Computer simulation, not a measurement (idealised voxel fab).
A process module follows: voxel gate over fins.
140 nm wide, 5 nm square cells: that's cross-section cut.
Square cells in a grid make up a cross-section in this document, and the grid is given as bands, listed from the top down, each one or more rows of cells. Band entry format. Leading values: height of top, height of bottom, nm. Remainder: materials in left-to-right order, each with its width in nm. Special words: "full width" on a single material, which then fills the band edge to edge; "empty", empty space. For the purposes of this specification, 0 denotes the height below which the wafer in its as-received condition is composed wholly of one material, and the lowermost band, lacking a lower limit, extends downward without end, as expressed in "0 down". Think of "30 to 40" as a width that walks from the first number to the second as you go down the band, top row to bottom row, taking equal-sized steps from row to row. The cross-section has no changed cell in any step marked "nothing was modified". Heads up: "Sealed internal cavities" only lists the empty pockets with no open path to the top that are 8 cells or more, and it writes them as width x height at distance, distance from the left edge, in nm. On each step's line, the part that comes after the settings is the simulator's own comment on the step. "overlay nm" on a masked step: distance the mask lay right of its planned place, negative for left.

Below is the list of planned process steps
1 RECEIVE, material Si
2 CONFORMAL_DEP, material SiN, thk nm 5
3 MASKED_ETCH, tone cover, mask id FINS, width nm 15, pitch nm 45, etch materials SiN, depth nm 5, overlay nm 0
4 MASKED_ETCH, tone cover, mask id FINS, width nm 15, pitch nm 45, etch materials Si, depth nm 40, overlay nm 0
5 OXIDIZE, depth nm 5
6 FILL_DEP, material SiO2, thk nm 5
7 CMP, height nm 5
8 SELECTIVE_ETCH, etch materials SiO2, depth nm 20
9 STRIP, etch materials SiN
10 CONFORMAL_DEP, material HfO2, thk nm 5
11 CONFORMAL_DEP, material TiN, thk nm 5
12 FILL_DEP, material W, thk nm 15
13 CMP, height nm 20
14 CONFORMAL_DEP, material SiN, thk nm 10

First of the two wafers, run per plan

Cross-section of the incoming wafer, state after step 1
* 0 down  Si full width
* Sealed internal cavities: none

The wafer, seen in cross-section, after step 2
* 5 to 0  SiN full width
* At heights below 0, the structure remains unaltered.

The wafer, seen in cross-section, after step 3
* 5 to 0  empty 15 nm | SiN 15 nm | empty 30 nm | SiN 15 nm | empty 30 nm | SiN 15 nm | empty 20 nm
* At heights below 0, the structure remains unaltered.

The wafer, seen in cross-section, after step 4
* 5 to 0  empty 15 nm | SiN 15 nm | empty 30 nm | SiN 15 nm | empty 30 nm | SiN 15 nm | empty 20 nm
* 0 to -40  empty 15 nm | Si 15 nm | empty 30 nm | Si 15 nm | empty 30 nm | Si 15 nm | empty 20 nm
* At heights below -40, the structure remains unaltered.

The wafer, seen in cross-section, after step 5
* 5 to 0  empty 15 nm | SiN 15 nm | empty 30 nm | SiN 15 nm | empty 30 nm | SiN 15 nm | empty 20 nm
* 0 to -40  empty 15 nm | SiO2 5 nm | Si 5 nm | SiO2 5 nm | empty 30 nm | SiO2 5 nm | Si 5 nm | SiO2 5 nm | empty 30 nm | SiO2 5 nm | Si 5 nm | SiO2 5 nm | empty 20 nm
* -40 to -45  SiO2 20 nm | Si 5 nm | SiO2 40 nm | Si 5 nm | SiO2 40 nm | Si 5 nm | SiO2 25 nm
* At heights below -45, the structure remains unaltered.

The wafer, seen in cross-section, after step 6
* 10 to 5  SiO2 full width
* 5 to 0  SiO2 15 nm | SiN 15 nm | SiO2 30 nm | SiN 15 nm | SiO2 30 nm | SiN 15 nm | SiO2 20 nm
* 0 to -45  SiO2 20 nm | Si 5 nm | SiO2 40 nm | Si 5 nm | SiO2 40 nm | Si 5 nm | SiO2 25 nm
* At heights below -45, the structure remains unaltered.

The wafer, seen in cross-section, after step 7
* 5 to 0  SiO2 15 nm | SiN 15 nm | SiO2 30 nm | SiN 15 nm | SiO2 30 nm | SiN 15 nm | SiO2 20 nm
* At heights below 0, the structure remains unaltered.

The wafer, seen in cross-section, after step 8
* 5 to 0  empty 15 nm | SiN 15 nm | empty 30 nm | SiN 15 nm | empty 30 nm | SiN 15 nm | empty 20 nm
* 0 to -15  empty 20 nm | Si 5 nm | empty 40 nm | Si 5 nm | empty 40 nm | Si 5 nm | empty 25 nm
* At heights below -15, the structure remains unaltered.

The wafer, seen in cross-section, after step 9
* 0 to -15  empty 20 nm | Si 5 nm | empty 40 nm | Si 5 nm | empty 40 nm | Si 5 nm | empty 25 nm
* At heights below -15, the structure remains unaltered.

The wafer, seen in cross-section, after step 10
* 5 to 0  empty 15 nm | HfO2 15 nm | empty 30 nm | HfO2 15 nm | empty 30 nm | HfO2 15 nm | empty 20 nm
* 0 to -10  empty 15 nm | HfO2 5 nm | Si 5 nm | HfO2 5 nm | empty 30 nm | HfO2 5 nm | Si 5 nm | HfO2 5 nm | empty 30 nm | HfO2 5 nm | Si 5 nm | HfO2 5 nm | empty 20 nm
* -10 to -15  HfO2 20 nm | Si 5 nm | HfO2 40 nm | Si 5 nm | HfO2 40 nm | Si 5 nm | HfO2 25 nm
* At heights below -15, the structure remains unaltered.

The wafer, seen in cross-section, after step 11
* 10 to 5  empty 10 nm | TiN 25 nm | empty 20 nm | TiN 25 nm | empty 20 nm | TiN 25 nm | empty 15 nm
* 5 to 0  empty 10 nm | TiN 5 nm | HfO2 15 nm | TiN 5 nm | empty 20 nm | TiN 5 nm | HfO2 15 nm | TiN 5 nm | empty 20 nm | TiN 5 nm | HfO2 15 nm | TiN 5 nm | empty 15 nm
* 0 to -5  empty 10 nm | TiN 5 nm | HfO2 5 nm | Si 5 nm | HfO2 5 nm | TiN 5 nm | empty 20 nm | TiN 5 nm | HfO2 5 nm | Si 5 nm | HfO2 5 nm | TiN 5 nm | empty 20 nm | TiN 5 nm | HfO2 5 nm | Si 5 nm | HfO2 5 nm | TiN 5 nm | empty 15 nm
* -5 to -10  TiN 15 nm | HfO2 5 nm | Si 5 nm | HfO2 5 nm | TiN 30 nm | HfO2 5 nm | Si 5 nm | HfO2 5 nm | TiN 30 nm | HfO2 5 nm | Si 5 nm | HfO2 5 nm | TiN 20 nm
* At heights below -10, the structure remains unaltered.

The wafer, seen in cross-section, after step 12
* 25 to 10  W full width
* 10 to 5  W 10 nm | TiN 25 nm | W 20 nm | TiN 25 nm | W 20 nm | TiN 25 nm | W 15 nm
* 5 to 0  W 10 nm | TiN 5 nm | HfO2 15 nm | TiN 5 nm | W 20 nm | TiN 5 nm | HfO2 15 nm | TiN 5 nm | W 20 nm | TiN 5 nm | HfO2 15 nm | TiN 5 nm | W 15 nm
* 0 to -5  W 10 nm | TiN 5 nm | HfO2 5 nm | Si 5 nm | HfO2 5 nm | TiN 5 nm | W 20 nm | TiN 5 nm | HfO2 5 nm | Si 5 nm | HfO2 5 nm | TiN 5 nm | W 20 nm | TiN 5 nm | HfO2 5 nm | Si 5 nm | HfO2 5 nm | TiN 5 nm | W 15 nm
* At heights below -5, the structure remains unaltered.

The wafer, seen in cross-section, after step 13
* 20 to 10  W full width
* At heights below 10, the structure remains unaltered.

The wafer, seen in cross-section, after step 14
* 30 to 20  SiN full width
* At heights below 20, the structure remains unaltered.

Here the second wafer is described. Its start and its plan were those of the first wafer. Its run contained one mistake. Up to and including step 2, it did exactly what the first wafer did

Cross-section, second wafer, at the end time the plan gives for step 3
* 5 to 0  empty 15 nm | SiN 20 nm | empty 25 nm | SiN 20 nm | empty 25 nm | SiN 20 nm | empty 15 nm
* At heights below 0, the structure remains unaltered.

Cross-section, second wafer, at the end time the plan gives for step 4
* 5 to 0  empty 15 nm | SiN 20 nm | empty 25 nm | SiN 20 nm | empty 25 nm | SiN 20 nm | empty 15 nm
* 0 to -40  empty 15 nm | Si 20 nm | empty 25 nm | Si 20 nm | empty 25 nm | Si 20 nm | empty 15 nm
* At heights below -40, the structure remains unaltered.

Cross-section, second wafer, at the end time the plan gives for step 5
* 5 to 0  empty 15 nm | SiN 20 nm | empty 25 nm | SiN 20 nm | empty 25 nm | SiN 20 nm | empty 15 nm
* 0 to -40  empty 15 nm | SiO2 5 nm | Si 10 nm | SiO2 5 nm | empty 25 nm | SiO2 5 nm | Si 10 nm | SiO2 5 nm | empty 25 nm | SiO2 5 nm | Si 10 nm | SiO2 5 nm | empty 15 nm
* -40 to -45  SiO2 20 nm | Si 10 nm | SiO2 35 nm | Si 10 nm | SiO2 35 nm | Si 10 nm | SiO2 20 nm
* At heights below -45, the structure remains unaltered.

Cross-section, second wafer, at the end time the plan gives for step 6
* 10 to 5  SiO2 full width
* 5 to 0  SiO2 15 nm | SiN 20 nm | SiO2 25 nm | SiN 20 nm | SiO2 25 nm | SiN 20 nm | SiO2 15 nm
* 0 to -45  SiO2 20 nm | Si 10 nm | SiO2 35 nm | Si 10 nm | SiO2 35 nm | Si 10 nm | SiO2 20 nm
* At heights below -45, the structure remains unaltered.

Cross-section, second wafer, at the end time the plan gives for step 7
* 5 to 0  SiO2 15 nm | SiN 20 nm | SiO2 25 nm | SiN 20 nm | SiO2 25 nm | SiN 20 nm | SiO2 15 nm
* At heights below 0, the structure remains unaltered.

Cross-section, second wafer, at the end time the plan gives for step 8
* 5 to 0  empty 15 nm | SiN 20 nm | empty 25 nm | SiN 20 nm | empty 25 nm | SiN 20 nm | empty 15 nm
* 0 to -15  empty 20 nm | Si 10 nm | empty 35 nm | Si 10 nm | empty 35 nm | Si 10 nm | empty 20 nm
* At heights below -15, the structure remains unaltered.

Cross-section, second wafer, at the end time the plan gives for step 9
* 0 to -15  empty 20 nm | Si 10 nm | empty 35 nm | Si 10 nm | empty 35 nm | Si 10 nm | empty 20 nm
* At heights below -15, the structure remains unaltered.

Cross-section, second wafer, at the end time the plan gives for step 10
* 5 to 0  empty 15 nm | HfO2 20 nm | empty 25 nm | HfO2 20 nm | empty 25 nm | HfO2 20 nm | empty 15 nm
* 0 to -10  empty 15 nm | HfO2 5 nm | Si 10 nm | HfO2 5 nm | empty 25 nm | HfO2 5 nm | Si 10 nm | HfO2 5 nm | empty 25 nm | HfO2 5 nm | Si 10 nm | HfO2 5 nm | empty 15 nm
* -10 to -15  HfO2 20 nm | Si 10 nm | HfO2 35 nm | Si 10 nm | HfO2 35 nm | Si 10 nm | HfO2 20 nm
* At heights below -15, the structure remains unaltered.

Cross-section, second wafer, at the end time the plan gives for step 11
* 10 to 5  empty 10 nm | TiN 30 nm | empty 15 nm | TiN 30 nm | empty 15 nm | TiN 30 nm | empty 10 nm
* 5 to 0  empty 10 nm | TiN 5 nm | HfO2 20 nm | TiN 5 nm | empty 15 nm | TiN 5 nm | HfO2 20 nm | TiN 5 nm | empty 15 nm | TiN 5 nm | HfO2 20 nm | TiN 5 nm | empty 10 nm
* 0 to -5  empty 10 nm | TiN 5 nm | HfO2 5 nm | Si 10 nm | HfO2 5 nm | TiN 5 nm | empty 15 nm | TiN 5 nm | HfO2 5 nm | Si 10 nm | HfO2 5 nm | TiN 5 nm | empty 15 nm | TiN 5 nm | HfO2 5 nm | Si 10 nm | HfO2 5 nm | TiN 5 nm | empty 10 nm
* -5 to -10  TiN 15 nm | HfO2 5 nm | Si 10 nm | HfO2 5 nm | TiN 25 nm | HfO2 5 nm | Si 10 nm | HfO2 5 nm | TiN 25 nm | HfO2 5 nm | Si 10 nm | HfO2 5 nm | TiN 15 nm
* At heights below -10, the structure remains unaltered.

Cross-section, second wafer, at the end time the plan gives for step 12
* 25 to 10  W full width
* 10 to 5  W 10 nm | TiN 30 nm | W 15 nm | TiN 30 nm | W 15 nm | TiN 30 nm | W 10 nm
* 5 to 0  W 10 nm | TiN 5 nm | HfO2 20 nm | TiN 5 nm | W 15 nm | TiN 5 nm | HfO2 20 nm | TiN 5 nm | W 15 nm | TiN 5 nm | HfO2 20 nm | TiN 5 nm | W 10 nm
* 0 to -5  W 10 nm | TiN 5 nm | HfO2 5 nm | Si 10 nm | HfO2 5 nm | TiN 5 nm | W 15 nm | TiN 5 nm | HfO2 5 nm | Si 10 nm | HfO2 5 nm | TiN 5 nm | W 15 nm | TiN 5 nm | HfO2 5 nm | Si 10 nm | HfO2 5 nm | TiN 5 nm | W 10 nm
* At heights below -5, the structure remains unaltered.

Cross-section, second wafer, at the end time the plan gives for step 13
* 20 to 10  W full width
* At heights below 10, the structure remains unaltered.

Cross-section, second wafer, at the end time the plan gives for step 14
* 30 to 20  SiN full width
* At heights below 20, the structure remains unaltered.
Run error: the process deviated at step 3: the operation and settings actually run there were MASKED_ETCH, tone cover, mask id FINS, width nm 20, pitch nm 45, etch materials SiN, depth nm 5, overlay nm 0
End of process, cell counts, second wafer against first, materials with more or fewer: Si +27; SiO2 -18; W -9
